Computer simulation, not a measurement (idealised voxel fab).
The following process module bears the name voxel self aligned contacts.
Shown is cross-section cut, with a width of 240 nm and square cells of size 5 nm.
If you're reading a cross-section in this doc, picture square cells in a grid; it comes to you as bands, top ones listed first down to the bottom, and a band can be one or more rows of cells.
Basically the band line says how high the top is and how high the bottom is, in nm, and then what's in it from left to right, every material with its width in nm. Empty space shows up as "blank", and if a single material carries "all across" it runs the full band edge to edge.
Beneath 0, the wafer as received is one material, and that level is where height counting begins. The lowest band goes on downward without a bottom; it is written like "0 nm and below".
Width spec "30..40" -> top row of cells at first value, bottom row at second value, equal per-row change in between.
Step note "left unchanged" = no cross-section cell changed.
Closed empty spaces (no open way to the top) of 8 cells or more are what "Enclosed internal voids" lists, each as width x height at distance from the left edge, nm for all three.
Heads up: the bit after the settings on a step's line is the simulator's remark on that step.
Steps that use a mask can have "overlay nm" on their line. It says how far the mask sat to the right of where it was meant to be. Negative means to the left.

PLAN
1,RECEIVE, material Si
2,OXIDIZE, depth nm 5
3,DIRECTIONAL_DEP, material polySi, thk nm 25
4,DIRECTIONAL_DEP, material SiN, thk nm 20
5,DIRECTIONAL_DEP, material aC, thk nm 15
6,PATTERN, tone cover, mask id GATE, material resist, width nm 25, pitch nm 55, thk nm 30, overlay nm 0
7,DIRECTIONAL_ETCH, etch materials aC, depth nm 15
8,STRIP, etch materials resist
9,DIRECTIONAL_ETCH, etch materials SiN, depth nm 20
10,DIRECTIONAL_ETCH, etch materials polySi, depth nm 25
11,STRIP, etch materials aC
12,CONFORMAL_DEP, material SiN, thk nm 5
13,DIRECTIONAL_ETCH, etch materials SiN, depth nm 5
14,FILL_DEP, material SiO2, thk nm 20
15,CMP, height nm 55
16,PATTERN, tone open, mask id CONTACT, material resist, width nm 40, pitch nm 55, thk nm 20, overlay nm 0
17,DIRECTIONAL_ETCH, etch materials SiO2, depth nm 60
18,STRIP, etch materials resist
19,CONFORMAL_DEP, material TiN, thk nm 5
20,FILL_DEP, material W, thk nm 5
21,CMP, height nm 55
22,CONFORMAL_DEP, material SiCN, thk nm 5

WAFER AS RECEIVED: CROSS-SECTION FOLLOWING STEP 1
* 0 nm and below: Si all across
* Enclosed internal voids: none

FIRST OF TWO WAFERS, END-OF-MODULE SECTION, RUN FOLLOWED PLAN
* 60 nm to 55 nm: SiCN all across
* 55 nm to 45 nm: SiO2 70 / TiN 5..15 / W 30..10 / TiN 5..15 / SiO2 15 / TiN 5..15 / W 30..10 / TiN 5..15 / SiO2 75
* 45 nm to 25 nm: SiO2 45 / SiN 35 / TiN 5 / W 10 / TiN 5 / SiN 35 / TiN 5 / W 10 / TiN 5 / SiN 35 / SiO2 50
* 25 nm to 0 nm: SiO2 45 / SiN 5 / polySi 25 / SiN 5 / TiN 5 / W 10 / TiN 5 / SiN 5 / polySi 25 / SiN 5 / TiN 5 / W 10 / TiN 5 / SiN 5 / polySi 25 / SiN 5 / SiO2 50
* 0 nm to -5 nm: SiO2 80 / TiN 20 / SiO2 35 / TiN 20 / SiO2 85
* -5 nm and below: Si all across
* Enclosed internal voids: none

CROSS-SECTION, WAFER TWO OF TWO, END OF MODULE: SAME START AND PLAN AS WAFER ONE, ONE ERROR IN EXECUTION
* 60 nm to 55 nm: SiCN all across
* 55 nm to 45 nm: SiO2 70 / TiN 5..15 / W 30..10 / TiN 5..15 / SiO2 15 / TiN 5..15 / W 30..10 / TiN 5..15 / SiO2 75
* 45 nm to 25 nm: SiO2 45 / SiN 35 / TiN 5 / W 10 / TiN 5 / SiN 35 / TiN 5 / W 10 / TiN 5 / SiN 35 / SiO2 50
* 25 nm to 10 nm: SiO2 45 / SiN 5 / polySi 25 / SiN 5 / TiN 5 / W 10 / TiN 5 / SiN 5 / polySi 25 / SiN 5 / TiN 5 / W 10 / TiN 5 / SiN 5 / polySi 25 / SiN 5 / SiO2 50
* 10 nm to 5 nm: SiO2 45 / SiN 5 / polySi 25 / SiN 5 / TiN 20 / SiN 5 / polySi 25 / SiN 5 / TiN 20 / SiN 5 / polySi 25 / SiN 5 / SiO2 50
* 5 nm to 0 nm: SiN 50 / polySi 25 / SiN 30 / polySi 25 / SiN 30 / polySi 25 / SiN 55
* 0 nm to -5 nm: SiO2 all across
* -5 nm and below: Si all across
* Enclosed internal voids: none
The mistake made against the process plan was this: steps 12 and 13: order swapped relative to plan
Looking at both finished wafers in cells, the second ends up ahead of or behind the first on some materials: 27 more of SiN; 11 fewer of SiO2; 8 fewer of TiN; 8 fewer of W
